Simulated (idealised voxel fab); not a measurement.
Process module name: voxel double patterning
The cross-section shown here is cut; it is 290 nm wide and divided into square cells measuring 5 nm on a side.
Just so we're on the same page, the cross-sections are grids of square cells, and they're listed out in bands top to bottom, each band one or more rows deep.
Per band: top height and bottom height in nm, followed by the left-to-right materials and their widths in nm; "everywhere" marks a single material spanning edge to edge, "empty" marks empty space.
All heights in this document are referenced to 0, defined as the level beneath which the wafer, as received, consists entirely of one material. The lowest band is not bounded below; it extends indefinitely downward and is written in the form "0 -> down".
Top row gets the first number, bottom row gets the second, and each row in between changes by the same step: that is how a band width like "30->40" works.
The cross-section has no changed cell in any step marked "everything unchanged".
For the entry "Sealed-off cavities", the listed items are empty spaces with no open way to the top whose size is 8 cells or more; each item follows the pattern width x height at distance, where distance is from the left edge and all three are in nm.
Heads up: the bit after the settings on a step's line is the simulator's remark on that step.
"overlay nm" denotes, for a step that has a mask, the displacement of the mask to the right of its planned place, with negative values corresponding to the left.

[Set out below are the planned steps of the process]
1. RECEIVE: material Si
2. CONFORMAL_DEP: material SiO2, thk nm 5
3. DIRECTIONAL_DEP: material polySi, thk nm 10
4. DIRECTIONAL_DEP: material SiCN, thk nm 5
5. PATTERN: tone open, mask id FIRST, material resist, width nm 15, pitch nm 50, thk nm 20, overlay nm 0
6. DIRECTIONAL_ETCH: etch materials SiCN, depth nm 5
7. STRIP: etch materials resist
8. PATTERN: tone open, mask id SECOND, material resist, width nm 15, thk nm 15, overlay nm 0
9. DIRECTIONAL_ETCH: etch materials SiCN, depth nm 5
10. STRIP: etch materials resist
11. DIRECTIONAL_ETCH: etch materials polySi, depth nm 10
12. STRIP: etch materials SiCN

[Cross-section of the wafer upon arrival, representing the state reached after step 1]
  0 -> down: Si everywhere
  Sealed-off cavities: none

[Sectioned view, first of two wafers, at the close of the module, processed as intended in the plan]
  15 -> 5: polySi 110, empty 15, polySi 10, empty 15, polySi 10, empty 15, polySi 115
  5 -> 0: SiO2 everywhere
  0 -> down: Si everywhere
  Sealed-off cavities: none

[What the second wafer looks like in cross-section once the module is done. Its start and its plan matched the first wafer's exactly; what differed was one mistake in how it was run]
  25 -> 15: polySi 110, empty 15, polySi 10, empty 15, polySi 10, empty 15, polySi 115
  15 -> 0: SiO2 everywhere
  0 -> down: Si everywhere
  Sealed-off cavities: none
Finding, execution versus plan: step 2 ran with different settings than intended, the actual operation and settings being CONFORMAL_DEP: material SiO2, thk nm 15
Final difference in cells, second wafer against first, listed per material as more or fewer: SiO2: 116 more
